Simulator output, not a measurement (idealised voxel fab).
Process module, titled voxel transistor to metal
Each square cell in cross-section cut measures 5 nm, and the section as a whole is 210 nm wide.
Each cross-section below is a grid of square cells, stated as bands in top-down order, with one or more rows of cells making up each band.
Quick guide to a band line: top height, bottom height (nm) up front; then every material left to right with its width in nm. Only one material and it's marked "throughout"? Then it fills the band edge to edge. And "air" just means empty space.
Convention: height 0 is the level below which the wafer, as received, is all one material. The lowest band does not terminate at the bottom but continues downward, represented as "0 nm and below".
When a width is written as two numbers, as in "30..40", the first number is the width in the top row of cells of the band and the second is the width in its bottom row, and the width changes by the same amount from each row to the next.
A step reported as "identical to before" is a step in which no cell of the cross-section changed.
Basically, "Tabulated closed voids" tells you about the enclosed voids: empty spaces with no open way to the top, 8 cells or bigger, each written width x height at distance, where distance is from the left edge, all in nm.
It should be noted that, on the line of a given step, the content following the step's settings is a remark produced by the simulator itself with respect to that step.
overlay nm: on a step with a mask, how far right of its planned place the mask lay; negative means left.
**Process steps foreseen in the plan**
step 1: RECEIVE: material Si
step 2: OXIDIZE: depth nm 5
step 3: CONFORMAL_DEP: material SiN, thk nm 15
step 4: MASKED_ETCH: tone cover, mask id ACTIVE, width nm 115, etch materials SiN, depth nm 15, overlay nm 0
step 5: MASKED_ETCH: tone cover, mask id ACTIVE, width nm 115, etch materials SiO2, depth nm 5, overlay nm 0
step 6: MASKED_ETCH: tone cover, mask id ACTIVE, width nm 115, etch materials Si, depth nm 25, overlay nm 0
step 7: OXIDIZE: depth nm 5
step 8: FILL_DEP: material SiO2, thk nm 15
step 9: CMP: height nm 15
step 10: SELECTIVE_ETCH: etch materials SiO2, depth nm 10
step 11: STRIP: etch materials SiN
step 12: SELECTIVE_ETCH: etch materials SiO2, depth nm 5
step 13: OXIDIZE: depth nm 5
step 14: DIRECTIONAL_DEP: material polySi, thk nm 25
step 15: DIRECTIONAL_DEP: material SiCN, thk nm 10
step 16: DIRECTIONAL_DEP: material aC, thk nm 10
step 17: PATTERN: tone cover, mask id GATE, material resist, width nm 15, thk nm 25, overlay nm 0
step 18: DIRECTIONAL_ETCH: etch materials aC, depth nm 10
step 19: STRIP: etch materials resist
step 20: DIRECTIONAL_ETCH: etch materials SiCN, depth nm 20
step 21: DIRECTIONAL_ETCH: etch materials polySi, depth nm 35
step 22: STRIP: etch materials aC
step 23: CONFORMAL_DEP: material SiN, thk nm 10
step 24: DIRECTIONAL_ETCH: etch materials SiN, depth nm 10
step 25: DIRECTIONAL_ETCH: etch materials SiO2, depth nm 5
step 26: DIRECTIONAL_ETCH: etch materials Si, depth nm 10
step 27: EPI: material nSi, thk nm 15
step 28: FILL_DEP: material SiO2, thk nm 5
step 29: CMP: height nm 30
step 30: DIRECTIONAL_DEP: material SiO2, thk nm 15
step 31: DIRECTIONAL_DEP: material aC, thk nm 10
step 32: PATTERN: tone open, mask id CONTACT, material resist, width nm 20, pitch nm 75, thk nm 30, overlay nm 0
step 33: DIRECTIONAL_ETCH: etch materials aC, depth nm 10
step 34: STRIP: etch materials resist
step 35: DIRECTIONAL_ETCH: etch materials SiO2, depth nm 50
step 36: STRIP: etch materials aC
step 37: CONFORMAL_DEP: material TiN, thk nm 5
step 38: FILL_DEP: material W, thk nm 5
step 39: CMP: height nm 45
step 40: CONFORMAL_DEP: material SiCN, thk nm 5
step 41: DIRECTIONAL_DEP: material lowk, thk nm 25
step 42: PATTERN: tone open, mask id METAL_1, material resist, width nm 20, pitch nm 75, thk nm 15, overlay nm 0
step 43: DIRECTIONAL_ETCH: etch materials lowk, depth nm 25
step 44: DIRECTIONAL_ETCH: etch materials SiCN, depth nm 5
step 45: STRIP: etch materials resist
step 46: CONFORMAL_DEP: material TiN, thk nm 5
step 47: FILL_DEP: material Ru, thk nm 10
step 48: CMP: height nm 75
step 49: CONFORMAL_DEP: material SiN, thk nm 5
**Cross-section of the wafer upon arrival, representing the state reached after step 1**
- 0 nm and below: Si throughout
- Tabulated closed voids: none
**First of two wafers, end-of-module section, run followed plan**
- 80 nm to 75 nm: SiN throughout
- 75 nm to 50 nm: 55 lowk; 5 TiN; 10 Ru; 5 TiN; 55 lowk; 5 TiN; 10 Ru; 5 TiN; 60 lowk
- 50 nm to 45 nm: 55 SiCN; 20 TiN; 55 SiCN; 20 TiN; 60 SiCN
- 45 nm to 30 nm: 55 SiO2; 5 TiN; 10 W; 5 TiN; 55 SiO2; 5 TiN; 10 W; 5 TiN; 60 SiO2
- 30 nm to 20 nm: 55 SiO2; 5 TiN; 10 W; 5 TiN; 10 SiO2; 10 SiN; 15 SiCN; 10 SiN; 10 SiO2; 5 TiN; 10 W; 5 TiN; 60 SiO2
- 20 nm to 10 nm: 55 SiO2; 5 TiN; 10 W; 5 TiN; 10 SiO2; 10 SiN; 15 polySi; 10 SiN; 10 SiO2; 5 TiN; 10 W; 5 TiN; 60 SiO2
- 10 nm to 5 nm: 55 SiO2; 5 TiN; 5 W; 10 TiN; 10 SiO2; 10 SiN; 15 polySi; 10 SiN; 10 SiO2; 10 TiN; 5 W; 5 TiN; 60 SiO2
- 5 nm to 0 nm: 55 SiO2; 5 TiN; 5 W; 5 TiN; 15 nSi; 10 SiN; 15 polySi; 10 SiN; 15 nSi; 5 TiN; 5 W; 5 TiN; 60 SiO2
- 0 nm to -5 nm: 40 SiO2; 10 SiN; 5 SiO2; 15 TiN; 15 nSi; 10 SiN; 15 polySi; 10 SiN; 15 nSi; 15 TiN; 5 SiO2; 10 SiN; 45 SiO2
- -5 nm to -10 nm: 50 SiO2; 35 nSi; 35 SiO2; 35 nSi; 55 SiO2
- -10 nm to -20 nm: 50 SiO2; 35 nSi; 35 Si; 35 nSi; 55 SiO2
- -20 nm to -35 nm: 50 SiO2; 105 Si; 55 SiO2
- -35 nm and below: Si throughout
- Tabulated closed voids: none
**Wafer two, sectioned after the module: the first wafer's start, the first wafer's plan, and one mistake in how it was run**
- 80 nm to 75 nm: SiN throughout
- 75 nm to 50 nm: 55 lowk; 5 TiN; 10 Ru; 5 TiN; 55 lowk; 5 TiN; 10 Ru; 5 TiN; 60 lowk
- 50 nm to 45 nm: 55 SiCN; 20 TiN; 55 SiCN; 20 TiN; 60 SiCN
- 45 nm to 30 nm: 55 SiO2; 5 TiN; 10 W; 5 TiN; 55 SiO2; 5 TiN; 10 W; 5 TiN; 60 SiO2
- 30 nm to 20 nm: 55 SiO2; 5 TiN; 10 W; 5 TiN; 10 SiO2; 10 SiN; 15 SiCN; 10 SiN; 10 SiO2; 5 TiN; 10 W; 5 TiN; 60 SiO2
- 20 nm to 10 nm: 55 SiO2; 5 TiN; 10 W; 5 TiN; 10 SiO2; 10 SiN; 15 polySi; 10 SiN; 10 SiO2; 5 TiN; 10 W; 5 TiN; 60 SiO2
- 10 nm to 5 nm: 55 SiO2; 5 TiN; 5 W; 10 TiN; 10 SiO2; 10 SiN; 15 polySi; 10 SiN; 10 SiO2; 20 TiN; 60 SiO2
- 5 nm to 0 nm: 55 SiO2; 5 TiN; 5 W; 5 TiN; 15 nSi; 10 SiN; 15 polySi; 10 SiN; 35 nSi; 55 SiO2
- 0 nm to -5 nm: 35 SiO2; 10 SiN; 10 SiO2; 15 TiN; 15 nSi; 10 SiN; 15 polySi; 10 SiN; 30 nSi; 10 SiN; 50 SiO2
- -5 nm to -10 nm: 45 SiO2; 40 nSi; 35 SiO2; 30 nSi; 60 SiO2
- -10 nm to -20 nm: 45 SiO2; 40 nSi; 35 Si; 30 nSi; 5 Si; 55 SiO2
- -20 nm to -35 nm: 45 SiO2; 110 Si; 55 SiO2
- -35 nm and below: Si throughout
- Tabulated closed voids: none
Here's what went sideways: planned and actual differ for step 4; actual: MASKED_ETCH: tone cover, mask id ACTIVE, width nm 115, etch materials SiN, depth nm 15, overlay nm -5
Per the end-of-run cell counts, the second wafer holds more or fewer of some materials than the first: Si +5; SiO2 -6; TiN -4; W -2; nSi +7
